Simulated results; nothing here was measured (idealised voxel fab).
Process module, titled voxel wiring stack
The cross-section shown here is cut; it is 165 nm wide and divided into square cells measuring 5 nm on a side.
When this document writes out a cross-section, it uses a grid of square cells and lists it as bands, beginning at the top and moving down, with a band standing for one or more rows of cells.
What a band's entry tells you: where the top is and where the bottom is, as heights in nm, and after that what lies inside, material by material from left to right, each with its width in nm. Empty space is written as the word "empty", and a single material marked with the word "full width" occupies the band from edge to edge.
Ref level 0: as-received wafer is one material below here. Bottom band extends down with no lower bound ("top 0, no bottom").
A two-number width, for instance "30 to 40", indicates that the width is equal to the first number in the top row of the band and to the second number in the bottom row, and that it changes by a constant amount per row of cells.
Step note "remains unaltered" = no cross-section cell changed.
Reported under the label "Catalogued sealed voids" are the empty spaces having no open way to the top and comprising 8 cells or more; the notation for each is width x height at distance, in which the distance is measured from the left edge and all three values are in nm.
The remark found on a step's line after its settings is issued by the simulator itself and pertains to that step.
If you see "overlay nm" on a step's line and that step has a mask, it's telling you how far right of where it was planned the mask ended up; a negative number means it went left instead.
Pairs ahead. Before: cross-section ahead of one process step. After: cross-section once the step is done, shown to the lowest changed band only. Under each pair: that step, with settings. Caution: pairs may come from different runs of this module on the same starting wafer; a pair follows the pair above only where its "Pre-step section" entry says so.
[Pre-step section]
* top 0, no bottom = Si full width
* Catalogued sealed voids: none
[Post-Step Geometry]
* top 15, bottom 0 = SiO2 full width
* Lower than 0, everything is as it was.
* Catalogued sealed voids: none
Step sandwiched between the two cross-sections above: CONFORMAL_DEP: material SiO2, thk nm 15
Pre-step section: taken from the pair above, after panel.
[Post-Step Geometry]
* top 20, bottom 15 = SiN full width
* Lower than 15, everything is as it was.
* Catalogued sealed voids: none
Step sandwiched between the two cross-sections above: CONFORMAL_DEP: material SiN, thk nm 5
Pre-step section: taken from the pair above, after panel.
[Post-Step Geometry]
* top 35, bottom 20 = lowk full width
* Lower than 20, everything is as it was.
* Catalogued sealed voids: none
Step sandwiched between the two cross-sections above: DIRECTIONAL_DEP: material lowk, thk nm 15
Pre-step section: taken from the pair above, after panel.
[Post-Step Geometry]
* top 55, bottom 35 = 40 resist  30 empty  25 resist  30 empty  40 resist
* Lower than 35, everything is as it was.
* Catalogued sealed voids: none
Step sandwiched between the two cross-sections above: PATTERN: tone open, mask id METAL_1, material resist, width nm 30, pitch nm 55, thk nm 20, overlay nm 0
Pre-step section: taken from the pair above, after panel.
[Post-Step Geometry]
* top 55, bottom 35 = 40 resist  30 empty  25 resist  30 empty  40 resist
* top 35, bottom 20 = 40 lowk  30 empty  25 lowk  30 empty  40 lowk
* Lower than 20, everything is as it was.
* Catalogued sealed voids: none
Step sandwiched between the two cross-sections above: DIRECTIONAL_ETCH: etch materials lowk, depth nm 15
Pre-step section: taken from the pair above, after panel.
[Post-Step Geometry]
* top 55, bottom 35 = 40 resist  30 empty  25 resist  30 empty  40 resist
* top 35, bottom 20 = 40 lowk  30 empty  25 lowk  30 empty  40 lowk
* top 20, bottom 15 = 40 SiN  30 empty  25 SiN  30 empty  40 SiN
* Lower than 15, everything is as it was.
* Catalogued sealed voids: none
Step sandwiched between the two cross-sections above: DIRECTIONAL_ETCH: etch materials SiN, depth nm 5
Pre-step section: taken from the pair above, after panel.
[Post-Step Geometry]
* top 35, bottom 20 = 40 lowk  30 empty  25 lowk  30 empty  40 lowk
* Lower than 20, everything is as it was.
* Catalogued sealed voids: none
Step sandwiched between the two cross-sections above: STRIP: etch materials resist
Pre-step section: taken from the pair above, after panel.
[Post-Step Geometry]
* top 40, bottom 35 = 45 TiN  20 empty  35 TiN  20 empty  45 TiN
* top 35, bottom 20 = 40 lowk  5 TiN  20 empty  5 TiN  25 lowk  5 TiN  20 empty  5 TiN  40 lowk
* top 20, bottom 15 = 40 SiN  30 TiN  25 SiN  30 TiN  40 SiN
* Lower than 15, everything is as it was.
* Catalogued sealed voids: none
Step sandwiched between the two cross-sections above: CONFORMAL_DEP: material TiN, thk nm 5
Pre-step section: taken from the pair above, after panel.
[Post-Step Geometry]
* top 45, bottom 40 = W full width
* top 40, bottom 35 = 45 TiN  20 W  35 TiN  20 W  45 TiN
* top 35, bottom 20 = 40 lowk  5 TiN  20 W  5 TiN  25 lowk  5 TiN  20 W  5 TiN  40 lowk
* Lower than 20, everything is as it was.
* Catalogued sealed voids: none
Step sandwiched between the two cross-sections above: FILL_DEP: material W, thk nm 5
Pre-step section: taken from the pair above, after panel.
[Post-Step Geometry]
* top 35, bottom 20 = 40 lowk  5 TiN  20 W  5 TiN  25 lowk  5 TiN  20 W  5 TiN  40 lowk
* Lower than 20, everything is as it was.
* Catalogued sealed voids: none
Step sandwiched between the two cross-sections above: CMP: height nm 35
Pre-step section: taken from the pair above, after panel.
[Post-Step Geometry]
* top 40, bottom 35 = 35 empty  40 Ru  15 empty  40 Ru  35 empty
* Lower than 35, everything is as it was.
* Catalogued sealed voids: none
Step sandwiched between the two cross-sections above: EPI: material Ru, thk nm 5
Pre-step section: taken from the pair above, after panel.
[Post-Step Geometry]
* top 45, bottom 40 = SiCN full width
* top 40, bottom 35 = 35 SiCN  40 Ru  15 SiCN  40 Ru  35 SiCN
* Lower than 35, everything is as it was.
* Catalogued sealed voids: none
Step sandwiched between the two cross-sections above: FILL_DEP: material SiCN, thk nm 5
Pre-step section: taken from the pair above, after panel.
[Post-Step Geometry]
* top 75, bottom 45 = lowk full width
* Lower than 45, everything is as it was.
* Catalogued sealed voids: none
Step sandwiched between the two cross-sections above: DIRECTIONAL_DEP: material lowk, thk nm 30
Pre-step section: taken from the pair above, after panel.
[Post-Step Geometry]
* top 90, bottom 75 = aC full width
* Lower than 75, everything is as it was.
* Catalogued sealed voids: none
Step sandwiched between the two cross-sections above: DIRECTIONAL_DEP: material aC, thk nm 15
Pre-step section: taken from the pair above, after panel.
[Post-Step Geometry]
* top 125, bottom 90 = 40 resist  15 empty  110 resist
* Lower than 90, everything is as it was.
* Catalogued sealed voids: none
Step sandwiched between the two cross-sections above: PATTERN: tone open, mask id METAL_2_HOLES, material resist, width nm 15, thk nm 35, overlay nm 0
Pre-step section: taken from the pair above, after panel.
[Post-Step Geometry]
* top 110, bottom 90 = 40 resist  15 empty  110 resist
* top 90, bottom 75 = 40 aC  15 empty  110 aC
* Lower than 75, everything is as it was.
* Catalogued sealed voids: none
Step sandwiched between the two cross-sections above: DIRECTIONAL_ETCH: etch materials aC, depth nm 15
Pre-step section: taken from the pair above, after panel.
[Post-Step Geometry]
* top 90, bottom 75 = 40 aC  15 empty  110 aC
* Lower than 75, everything is as it was.
* Catalogued sealed voids: none
Step sandwiched between the two cross-sections above: STRIP: etch materials resist
Pre-step section: taken from the pair above, after panel.
[Post-Step Geometry]
* top 90, bottom 75 = 40 aC  15 empty  110 aC
* top 75, bottom 45 = 40 lowk  15 empty  110 lowk
* Lower than 45, everything is as it was.
* Catalogued sealed voids: none
Step sandwiched between the two cross-sections above: DIRECTIONAL_ETCH: etch materials lowk, depth nm 30
Pre-step section: taken from the pair above, after panel.
[Post-Step Geometry]
* top 75, bottom 45 = 40 lowk  15 empty  110 lowk
* Lower than 45, everything is as it was.
* Catalogued sealed voids: none
Step sandwiched between the two cross-sections above: STRIP: etch materials aC
Pre-step section: taken from the pair above, after panel.
[Post-Step Geometry]
* top 85, bottom 75 = 40 aC  15 empty  110 aC
* top 75, bottom 55 = 40 lowk  15 empty  110 lowk
* top 55, bottom 45 = 40 lowk  15 aC  110 lowk
* Lower than 45, everything is as it was.
* Catalogued sealed voids: none
Step sandwiched between the two cross-sections above: DIRECTIONAL_DEP: material aC, thk nm 10
Pre-step section: taken from the pair above, after panel.
[Post-Step Geometry]
* top 110, bottom 85 = 40 resist  30 empty  25 resist  30 empty  40 resist
* Lower than 85, everything is as it was.
* Catalogued sealed voids: none
Step sandwiched between the two cross-sections above: PATTERN: tone open, mask id METAL_2, material resist, width nm 30, pitch nm 55, thk nm 25, overlay nm 0
Pre-step section: taken from the pair above, after panel.
[Post-Step Geometry]
* top 100, bottom 85 = 40 resist  30 empty  25 resist  30 empty  40 resist
* top 85, bottom 75 = 40 aC  30 empty  25 aC  30 empty  40 aC
* top 75, bottom 45 = 40 lowk  15 empty  110 lowk
* Lower than 45, everything is as it was.
* Catalogued sealed voids: none
Step sandwiched between the two cross-sections above: DIRECTIONAL_ETCH: etch materials aC, depth nm 10
Pre-step section: taken from the pair above, after panel.
[Post-Step Geometry]
* top 85, bottom 75 = 40 aC  30 empty  25 aC  30 empty  40 aC
* Lower than 75, everything is as it was.
* Catalogued sealed voids: none
Step sandwiched between the two cross-sections above: STRIP: etch materials resist
Pre-step section: taken from the pair above, after panel.
[Post-Step Geometry]
* top 85, bottom 75 = 40 aC  30 empty  25 aC  30 empty  40 aC
* top 75, bottom 55 = 40 lowk  30 empty  25 lowk  30 empty  40 lowk
* Lower than 55, everything is as it was.
* Catalogued sealed voids: none
Step sandwiched between the two cross-sections above: DIRECTIONAL_ETCH: etch materials lowk, depth nm 20
Pre-step section: taken from the pair above, after panel.
[Post-Step Geometry]
* top 85, bottom 75 = 40 aC  30 empty  25 aC  30 empty  40 aC
* top 75, bottom 55 = 40 lowk  30 empty  25 lowk  30 empty  40 lowk
* top 55, bottom 45 = 40 lowk  15 empty  110 lowk
* top 45, bottom 40 = 40 SiCN  15 empty  110 SiCN
* Lower than 40, everything is as it was.
* Catalogued sealed voids: none
Step sandwiched between the two cross-sections above: DIRECTIONAL_ETCH: etch materials SiCN, depth nm 5
Pre-step section: taken from the pair above, after panel.
[Post-Step Geometry]
* top 75, bottom 55 = 40 lowk  30 empty  25 lowk  30 empty  40 lowk
* Lower than 55, everything is as it was.
* Catalogued sealed voids: none
Step sandwiched between the two cross-sections above: STRIP: etch materials aC
Pre-step section: taken from the pair above, after panel.
[Post-Step Geometry]
* top 80, bottom 75 = 45 TiN  20 empty  35 TiN  20 empty  45 TiN
* top 75, bottom 60 = 40 lowk  5 TiN  20 empty  5 TiN  25 lowk  5 TiN  20 empty  5 TiN  40 lowk
* top 60, bottom 55 = 40 lowk  5 TiN  5 empty  20 TiN  25 lowk  30 TiN  40 lowk
* top 55, bottom 45 = 40 lowk  5 TiN  5 empty  5 TiN  110 lowk
* top 45, bottom 40 = 40 SiCN  15 TiN  110 SiCN
* Lower than 40, everything is as it was.
* Catalogued sealed voids: none
Step sandwiched between the two cross-sections above: CONFORMAL_DEP: material TiN, thk nm 5
Pre-step section: taken from the pair above, after panel.
[Post-Step Geometry]
* top 90, bottom 80 = Cu full width
* top 80, bottom 75 = 45 TiN  20 Cu  35 TiN  20 Cu  45 TiN
* top 75, bottom 60 = 40 lowk  5 TiN  20 Cu  5 TiN  25 lowk  5 TiN  20 Cu  5 TiN  40 lowk
* top 60, bottom 55 = 40 lowk  5 TiN  5 Cu  20 TiN  25 lowk  30 TiN  40 lowk
* top 55, bottom 45 = 40 lowk  5 TiN  5 Cu  5 TiN  110 lowk
* Lower than 45, everything is as it was.
* Catalogued sealed voids: none
Step sandwiched between the two cross-sections above: FILL_DEP: material Cu, thk nm 10
Pre-step section: taken from the pair above, after panel.
[Post-Step Geometry]
* top 75, bottom 60 = 40 lowk  5 TiN  20 Cu  5 TiN  25 lowk  5 TiN  20 Cu  5 TiN  40 lowk
* Lower than 60, everything is as it was.
* Catalogued sealed voids: none
Step sandwiched between the two cross-sections above: CMP: height nm 75
Pre-step section: taken from the pair above, after panel.
[Post-Step Geometry]
* top 80, bottom 75 = SiN full width
* Lower than 75, everything is as it was.
* Catalogued sealed voids: none
Step sandwiched between the two cross-sections above: CONFORMAL_DEP: material SiN, thk nm 5
[Pre-step section]
* top 40, bottom 35 = 35 empty  40 Ru  15 empty  40 Ru  35 empty
* top 35, bottom 20 = 40 lowk  5 TiN  20 W  5 TiN  25 lowk  5 TiN  20 W  5 TiN  40 lowk
* top 20, bottom 15 = 40 SiN  30 TiN  25 SiN  30 TiN  40 SiN
* top 15, bottom 0 = SiO2 full width
* top 0, no bottom = Si full width
* Catalogued sealed voids: none
[Post-Step Geometry]
* top 70, bottom 65 = 35 empty  40 lowk  15 empty  40 lowk  35 empty
* top 65, bottom 40 = lowk full width
* top 40, bottom 35 = 35 lowk  40 Ru  15 lowk  40 Ru  35 lowk
* Lower than 35, everything is as it was.
* Catalogued sealed voids: none
Step sandwiched between the two cross-sections above: DIRECTIONAL_DEP: material lowk, thk nm 30
Pre-step section: taken from the pair above, after panel.
[Post-Step Geometry]
* top 85, bottom 80 = 35 empty  40 aC  15 empty  40 aC  35 empty
* top 80, bottom 70 = aC full width
* top 70, bottom 65 = 35 aC  40 lowk  15 aC  40 lowk  35 aC
* Lower than 65, everything is as it was.
* Catalogued sealed voids: none
Step sandwiched between the two cross-sections above: DIRECTIONAL_DEP: material aC, thk nm 15
Pre-step section: taken from the pair above, after panel.
[Post-Step Geometry]
* top 120, bottom 85 = 40 resist  15 empty  110 resist
* top 85, bottom 80 = 35 resist  40 aC  15 resist  40 aC  35 resist
* Lower than 80, everything is as it was.
* Catalogued sealed voids: none
Step sandwiched between the two cross-sections above: PATTERN: tone open, mask id METAL_2_HOLES, material resist, width nm 15, thk nm 35, overlay nm 0
Pre-step section: taken from the pair above, after panel.
[Post-Step Geometry]
* top 105, bottom 85 = 40 resist  15 empty  110 resist
* top 85, bottom 80 = 35 resist  5 aC  15 empty  20 aC  15 resist  40 aC  35 resist
* top 80, bottom 70 = 40 aC  15 empty  110 aC
* Lower than 70, everything is as it was.
* Catalogued sealed voids: none
Step sandwiched between the two cross-sections above: DIRECTIONAL_ETCH: etch materials aC, depth nm 15
Pre-step section: taken from the pair above, after panel.
[Post-Step Geometry]
* top 85, bottom 80 = 35 empty  5 aC  15 empty  20 aC  15 empty  40 aC  35 empty
* Lower than 80, everything is as it was.
* Catalogued sealed voids: none
Step sandwiched between the two cross-sections above: STRIP: etch materials resist
Pre-step section: taken from the pair above, after panel.
[Post-Step Geometry]
* top 85, bottom 80 = 35 empty  5 aC  15 empty  20 aC  15 empty  40 aC  35 empty
* top 80, bottom 70 = 40 aC  15 empty  110 aC
* top 70, bottom 65 = 35 aC  5 lowk  15 empty  20 lowk  15 aC  40 lowk  35 aC
* top 65, bottom 40 = 40 lowk  15 empty  110 lowk
* Lower than 40, everything is as it was.
* Catalogued sealed voids: none
Step sandwiched between the two cross-sections above: DIRECTIONAL_ETCH: etch materials lowk, depth nm 30
Pre-step section: taken from the pair above, after panel.
[Post-Step Geometry]
* top 70, bottom 65 = 35 empty  5 lowk  15 empty  20 lowk  15 empty  40 lowk  35 empty
* Lower than 65, everything is as it was.
* Catalogued sealed voids: none
Step sandwiched between the two cross-sections above: STRIP: etch materials aC
Pre-step section: taken from the pair above, after panel.
[Post-Step Geometry]
* top 80, bottom 75 = 35 empty  5 aC  15 empty  20 aC  15 empty  40 aC  35 empty
* top 75, bottom 70 = 40 aC  15 empty  110 aC
* top 70, bottom 65 = 35 aC  5 lowk  15 empty  20 lowk  15 aC  40 lowk  35 aC
* top 65, bottom 50 = 40 lowk  15 empty  110 lowk
* top 50, bottom 40 = 40 lowk  15 aC  110 lowk
* Lower than 40, everything is as it was.
* Catalogued sealed voids: none
Step sandwiched between the two cross-sections above: DIRECTIONAL_DEP: material aC, thk nm 10
Pre-step section: taken from the pair above, after panel.
[Post-Step Geometry]
* top 105, bottom 80 = 40 resist  30 empty  25 resist  30 empty  40 resist
* top 80, bottom 75 = 35 resist  5 aC  15 empty  20 aC  15 resist  40 aC  35 resist
* Lower than 75, everything is as it was.
* Catalogued sealed voids: none
Step sandwiched between the two cross-sections above: PATTERN: tone open, mask id METAL_2, material resist, width nm 30, pitch nm 55, thk nm 25, overlay nm 0
Pre-step section: taken from the pair above, after panel.
[Post-Step Geometry]
* top 95, bottom 80 = 40 resist  30 empty  25 resist  30 empty  40 resist
* top 80, bottom 75 = 35 resist  5 aC  30 empty  5 aC  15 resist  5 aC  30 empty  5 aC  35 resist
* top 75, bottom 70 = 40 aC  30 empty  25 aC  30 empty  40 aC
* top 70, bottom 65 = 35 aC  5 lowk  15 empty  20 lowk  15 aC  40 lowk  35 aC
* top 65, bottom 40 = 40 lowk  15 empty  110 lowk
* Lower than 40, everything is as it was.
* Catalogued sealed voids: none
Step sandwiched between the two cross-sections above: DIRECTIONAL_ETCH: etch materials aC, depth nm 10
Pre-step section: taken from the pair above, after panel.
[Post-Step Geometry]
* top 80, bottom 75 = 35 empty  5 aC  30 empty  5 aC  15 empty  5 aC  30 empty  5 aC  35 empty
* Lower than 75, everything is as it was.
* Catalogued sealed voids: none
Step sandwiched between the two cross-sections above: STRIP: etch materials resist
Pre-step section: taken from the pair above, after panel.
[Post-Step Geometry]
* top 80, bottom 75 = 35 empty  5 aC  30 empty  5 aC  15 empty  5 aC  30 empty  5 aC  35 empty
* top 75, bottom 70 = 40 aC  30 empty  25 aC  30 empty  40 aC
* top 70, bottom 65 = 35 aC  5 lowk  30 empty  5 lowk  15 aC  5 lowk  30 empty  5 lowk  35 aC
* top 65, bottom 50 = 40 lowk  30 empty  25 lowk  30 empty  40 lowk
* Lower than 50, everything is as it was.
* Catalogued sealed voids: none
Step sandwiched between the two cross-sections above: DIRECTIONAL_ETCH: etch materials lowk, depth nm 20
Pre-step section: taken from the pair above, after panel.
[Post-Step Geometry]
* top 70, bottom 65 = 35 empty  5 lowk  30 empty  5 lowk  15 empty  5 lowk  30 empty  5 lowk  35 empty
* Lower than 65, everything is as it was.
* Catalogued sealed voids: none
Step sandwiched between the two cross-sections above: STRIP: etch materials aC
Pre-step section: taken from the pair above, after panel.
[Post-Step Geometry]
* top 75, bottom 70 = 30 empty  15 TiN  20 empty  15 TiN  5 empty  15 TiN  20 empty  15 TiN  30 empty
* top 70, bottom 65 = 35 TiN  5 lowk  5 TiN  20 empty  5 TiN  5 lowk  15 TiN  5 lowk  5 TiN  20 empty  5 TiN  5 lowk  35 TiN
* top 65, bottom 55 = 40 lowk  5 TiN  20 empty  5 TiN  25 lowk  5 TiN  20 empty  5 TiN  40 lowk
* top 55, bottom 50 = 40 lowk  5 TiN  5 empty  20 TiN  25 lowk  30 TiN  40 lowk
* top 50, bottom 45 = 40 lowk  5 TiN  5 empty  5 TiN  110 lowk
* top 45, bottom 40 = 40 lowk  15 TiN  110 lowk
* Lower than 40, everything is as it was.
* Catalogued sealed voids: none
Step sandwiched between the two cross-sections above: CONFORMAL_DEP: material TiN, thk nm 5
Pre-step section: taken from the pair above, after panel.
[Post-Step Geometry]
* top 85, bottom 75 = Cu full width
* top 75, bottom 70 = 30 Cu  15 TiN  20 Cu  15 TiN  5 Cu  15 TiN  20 Cu  15 TiN  30 Cu
* top 70, bottom 65 = 35 TiN  5 lowk  5 TiN  20 Cu  5 TiN  5 lowk  15 TiN  5 lowk  5 TiN  20 Cu  5 TiN  5 lowk  35 TiN
* top 65, bottom 55 = 40 lowk  5 TiN  20 Cu  5 TiN  25 lowk  5 TiN  20 Cu  5 TiN  40 lowk
* top 55, bottom 50 = 40 lowk  5 TiN  5 Cu  20 TiN  25 lowk  30 TiN  40 lowk
* top 50, bottom 45 = 40 lowk  5 TiN  5 Cu  5 TiN  110 lowk
* Lower than 45, everything is as it was.
* Catalogued sealed voids: none
Step sandwiched between the two cross-sections above: FILL_DEP: material Cu, thk nm 10
Pre-step section: taken from the pair above, after panel.
[Post-Step Geometry]
* top 75, bottom 70 = 30 Cu  15 TiN  20 Cu  15 TiN  5 Cu  15 TiN  20 Cu  15 TiN  30 Cu
* Lower than 70, everything is as it was.
* Catalogued sealed voids: none
Step sandwiched between the two cross-sections above: CMP: height nm 75
Pre-step section: taken from the pair above, after panel.
[Post-Step Geometry]
* top 80, bottom 75 = SiN full width
* Lower than 75, everything is as it was.
* Catalogued sealed voids: none
Step sandwiched between the two cross-sections above: CONFORMAL_DEP: material SiN, thk nm 5
[Pre-step section]
* top 75, bottom 45 = lowk full width
* top 45, bottom 40 = SiCN full width
* top 40, bottom 35 = 35 SiCN  40 Ru  15 SiCN  40 Ru  35 SiCN
* top 35, bottom 20 = 40 lowk  5 TiN  20 W  5 TiN  25 lowk  5 TiN  20 W  5 TiN  40 lowk
* top 20, bottom 15 = 40 SiN  30 TiN  25 SiN  30 TiN  40 SiN
* top 15, bottom 0 = SiO2 full width
* top 0, no bottom = Si full width
* Catalogued sealed voids: none
[Post-Step Geometry]
* top 105, bottom 45 = lowk full width
* Lower than 45, everything is as it was.
* Catalogued sealed voids: none
Step sandwiched between the two cross-sections above: DIRECTIONAL_DEP: material lowk, thk nm 30
Pre-step section: taken from the pair above, after panel.
[Post-Step Geometry]
* top 120, bottom 105 = aC full width
* Lower than 105, everything is as it was.
* Catalogued sealed voids: none
Step sandwiched between the two cross-sections above: DIRECTIONAL_DEP: material aC, thk nm 15
Pre-step section: taken from the pair above, after panel.
[Post-Step Geometry]
* top 155, bottom 120 = 40 resist  15 empty  110 resist
* Lower than 120, everything is as it was.
* Catalogued sealed voids: none
Step sandwiched between the two cross-sections above: PATTERN: tone open, mask id METAL_2_HOLES, material resist, width nm 15, thk nm 35, overlay nm 0
Pre-step section: taken from the pair above, after panel.
[Post-Step Geometry]
* top 140, bottom 120 = 40 resist  15 empty  110 resist
* top 120, bottom 105 = 40 aC  15 empty  110 aC
* Lower than 105, everything is as it was.
* Catalogued sealed voids: none
Step sandwiched between the two cross-sections above: DIRECTIONAL_ETCH: etch materials aC, depth nm 15
Pre-step section: taken from the pair above, after panel.
[Post-Step Geometry]
* top 120, bottom 105 = 40 aC  15 empty  110 aC
* Lower than 105, everything is as it was.
* Catalogued sealed voids: none
Step sandwiched between the two cross-sections above: STRIP: etch materials resist
Pre-step section: taken from the pair above, after panel.
[Post-Step Geometry]
* top 120, bottom 105 = 40 aC  15 empty  110 aC
* top 105, bottom 75 = 40 lowk  15 empty  110 lowk
* Lower than 75, everything is as it was.
* Catalogued sealed voids: none
Step sandwiched between the two cross-sections above: DIRECTIONAL_ETCH: etch materials lowk, depth nm 30
Pre-step section: taken from the pair above, after panel.
[Post-Step Geometry]
* top 105, bottom 75 = 40 lowk  15 empty  110 lowk
* Lower than 75, everything is as it was.
* Catalogued sealed voids: none
Step sandwiched between the two cross-sections above: STRIP: etch materials aC
Pre-step section: taken from the pair above, after panel.
[Post-Step Geometry]
* top 115, bottom 105 = 40 aC  15 empty  110 aC
* top 105, bottom 85 = 40 lowk  15 empty  110 lowk
* top 85, bottom 75 = 40 lowk  15 aC  110 lowk
* Lower than 75, everything is as it was.
* Catalogued sealed voids: none
Step sandwiched between the two cross-sections above: DIRECTIONAL_DEP: material aC, thk nm 10
Pre-step section: taken from the pair above, after panel.
[Post-Step Geometry]
* top 140, bottom 115 = 40 resist  30 empty  25 resist  30 empty  40 resist
* Lower than 115, everything is as it was.
* Catalogued sealed voids: none
Step sandwiched between the two cross-sections above: PATTERN: tone open, mask id METAL_2, material resist, width nm 30, pitch nm 55, thk nm 25, overlay nm 0
Pre-step section: taken from the pair above, after panel.
[Post-Step Geometry]
* top 130, bottom 115 = 40 resist  30 empty  25 resist  30 empty  40 resist
* top 115, bottom 105 = 40 aC  30 empty  25 aC  30 empty  40 aC
* top 105, bottom 75 = 40 lowk  15 empty  110 lowk
* Lower than 75, everything is as it was.
* Catalogued sealed voids: none
Step sandwiched between the two cross-sections above: DIRECTIONAL_ETCH: etch materials aC, depth nm 10
Pre-step section: taken from the pair above, after panel.
[Post-Step Geometry]
* top 115, bottom 105 = 40 aC  30 empty  25 aC  30 empty  40 aC
* Lower than 105, everything is as it was.
* Catalogued sealed voids: none
Step sandwiched between the two cross-sections above: STRIP: etch materials resist
Pre-step section: taken from the pair above, after panel.
[Post-Step Geometry]
* top 115, bottom 105 = 40 aC  30 empty  25 aC  30 empty  40 aC
* top 105, bottom 85 = 40 lowk  30 empty  25 lowk  30 empty  40 lowk
* top 85, bottom 55 = 40 lowk  15 empty  110 lowk
* Lower than 55, everything is as it was.
* Catalogued sealed voids: none
Step sandwiched between the two cross-sections above: DIRECTIONAL_ETCH: etch materials lowk, depth nm 20
Pre-step section: taken from the pair above, after panel.
[Post-Step Geometry]
* top 105, bottom 85 = 40 lowk  30 empty  25 lowk  30 empty  40 lowk
* Lower than 85, everything is as it was.
* Catalogued sealed voids: none
Step sandwiched between the two cross-sections above: STRIP: etch materials aC
Pre-step section: taken from the pair above, after panel.
[Post-Step Geometry]
* top 110, bottom 105 = 45 TiN  20 empty  35 TiN  20 empty  45 TiN
* top 105, bottom 90 = 40 lowk  5 TiN  20 empty  5 TiN  25 lowk  5 TiN  20 empty  5 TiN  40 lowk
* top 90, bottom 85 = 40 lowk  5 TiN  5 empty  20 TiN  25 lowk  30 TiN  40 lowk
* top 85, bottom 60 = 40 lowk  5 TiN  5 empty  5 TiN  110 lowk
* top 60, bottom 55 = 40 lowk  15 TiN  110 lowk
* Lower than 55, everything is as it was.
* Catalogued sealed voids: none
Step sandwiched between the two cross-sections above: CONFORMAL_DEP: material TiN, thk nm 5
Pre-step section: taken from the pair above, after panel.
[Post-Step Geometry]
* top 120, bottom 110 = Cu full width
* top 110, bottom 105 = 45 TiN  20 Cu  35 TiN  20 Cu  45 TiN
* top 105, bottom 90 = 40 lowk  5 TiN  20 Cu  5 TiN  25 lowk  5 TiN  20 Cu  5 TiN  40 lowk
* top 90, bottom 85 = 40 lowk  5 TiN  5 Cu  20 TiN  25 lowk  30 TiN  40 lowk
* top 85, bottom 60 = 40 lowk  5 TiN  5 Cu  5 TiN  110 lowk
* Lower than 60, everything is as it was.
* Catalogued sealed voids: none
Step sandwiched between the two cross-sections above: FILL_DEP: material Cu, thk nm 10
Pre-step section: taken from the pair above, after panel.
[Post-Step Geometry]
* top 75, bottom 60 = 40 lowk  5 TiN  5 Cu  5 TiN  110 lowk
* Lower than 60, everything is as it was.
* Catalogued sealed voids: none
Step sandwiched between the two cross-sections above: CMP: height nm 75
Pre-step section: taken from the pair above, after panel.
[Post-Step Geometry]
* top 80, bottom 75 = SiN full width
* Lower than 75, everything is as it was.
* Catalogued sealed voids: none
Step sandwiched between the two cross-sections above: CONFORMAL_DEP: material SiN, thk nm 5
[Pre-step section]
* top 70, bottom 65 = 35 empty  40 lowk  15 empty  40 lowk  35 empty
* top 65, bottom 40 = lowk full width
* top 40, bottom 35 = 35 lowk  40 Ru  15 lowk  40 Ru  35 lowk
* top 35, bottom 20 = 40 lowk  5 TiN  20 W  5 TiN  25 lowk  5 TiN  20 W  5 TiN  40 lowk
* top 20, bottom 15 = 40 SiN  30 TiN  25 SiN  30 TiN  40 SiN
* top 15, bottom 0 = SiO2 full width
* top 0, no bottom = Si full width
* Catalogued sealed voids: none
[Post-Step Geometry]
* top 75, bottom 70 = SiCN full width
* top 70, bottom 65 = 35 SiCN  40 lowk  15 SiCN  40 lowk  35 SiCN
* Lower than 65, everything is as it was.
* Catalogued sealed voids: none
Step sandwiched between the two cross-sections above: FILL_DEP: material SiCN, thk nm 5
Pre-step section: taken from the pair above, after panel.
[Post-Step Geometry]
* top 90, bottom 75 = aC full width
* Lower than 75, everything is as it was.
* Catalogued sealed voids: none
Step sandwiched between the two cross-sections above: DIRECTIONAL_DEP: material aC, thk nm 15
Pre-step section: taken from the pair above, after panel.
[Post-Step Geometry]
* top 125, bottom 90 = 40 resist  15 empty  110 resist
* Lower than 90, everything is as it was.
* Catalogued sealed voids: none
Step sandwiched between the two cross-sections above: PATTERN: tone open, mask id METAL_2_HOLES, material resist, width nm 15, thk nm 35, overlay nm 0
Pre-step section: taken from the pair above, after panel.
[Post-Step Geometry]
* top 110, bottom 90 = 40 resist  15 empty  110 resist
* top 90, bottom 75 = 40 aC  15 empty  110 aC
* Lower than 75, everything is as it was.
* Catalogued sealed voids: none
Step sandwiched between the two cross-sections above: DIRECTIONAL_ETCH: etch materials aC, depth nm 15
Pre-step section: taken from the pair above, after panel.
[Post-Step Geometry]
* top 90, bottom 75 = 40 aC  15 empty  110 aC
* Lower than 75, everything is as it was.
* Catalogued sealed voids: none
Step sandwiched between the two cross-sections above: STRIP: etch materials resist
Pre-step section: taken from the pair above, after panel.
[Post-Step Geometry]
* top 75, bottom 70 = SiCN full width
* Lower than 70, everything is as it was.
* Catalogued sealed voids: none
Step sandwiched between the two cross-sections above: STRIP: etch materials aC
Pre-step section: taken from the pair above, after panel.
[Post-Step Geometry]
* top 85, bottom 75 = aC full width
* Lower than 75, everything is as it was.
* Catalogued sealed voids: none
Step sandwiched between the two cross-sections above: DIRECTIONAL_DEP: material aC, thk nm 10
Pre-step section: taken from the pair above, after panel.
[Post-Step Geometry]
* top 110, bottom 85 = 40 resist  30 empty  25 resist  30 empty  40 resist
* Lower than 85, everything is as it was.
* Catalogued sealed voids: none
Step sandwiched between the two cross-sections above: PATTERN: tone open, mask id METAL_2, material resist, width nm 30, pitch nm 55, thk nm 25, overlay nm 0
Pre-step section: taken from the pair above, after panel.
[Post-Step Geometry]
* top 100, bottom 85 = 40 resist  30 empty  25 resist  30 empty  40 resist
* top 85, bottom 75 = 40 aC  30 empty  25 aC  30 empty  40 aC
* Lower than 75, everything is as it was.
* Catalogued sealed voids: none
Step sandwiched between the two cross-sections above: DIRECTIONAL_ETCH: etch materials aC, depth nm 10
Pre-step section: taken from the pair above, after panel.
[Post-Step Geometry]
* top 85, bottom 75 = 40 aC  30 empty  25 aC  30 empty  40 aC
* Lower than 75, everything is as it was.
* Catalogued sealed voids: none
Step sandwiched between the two cross-sections above: STRIP: etch materials resist
Pre-step section: taken from the pair above, after panel.
[Post-Step Geometry]
* top 85, bottom 75 = 40 aC  30 empty  25 aC  30 empty  40 aC
* top 75, bottom 70 = 40 SiCN  30 empty  25 SiCN  30 empty  40 SiCN
* Lower than 70, everything is as it was.
* Catalogued sealed voids: none
Step sandwiched between the two cross-sections above: DIRECTIONAL_ETCH: etch materials SiCN, depth nm 5
Pre-step section: taken from the pair above, after panel.
[Post-Step Geometry]
* top 75, bottom 70 = 40 SiCN  30 empty  25 SiCN  30 empty  40 SiCN
* Lower than 70, everything is as it was.
* Catalogued sealed voids: none
Step sandwiched between the two cross-sections above: STRIP: etch materials aC
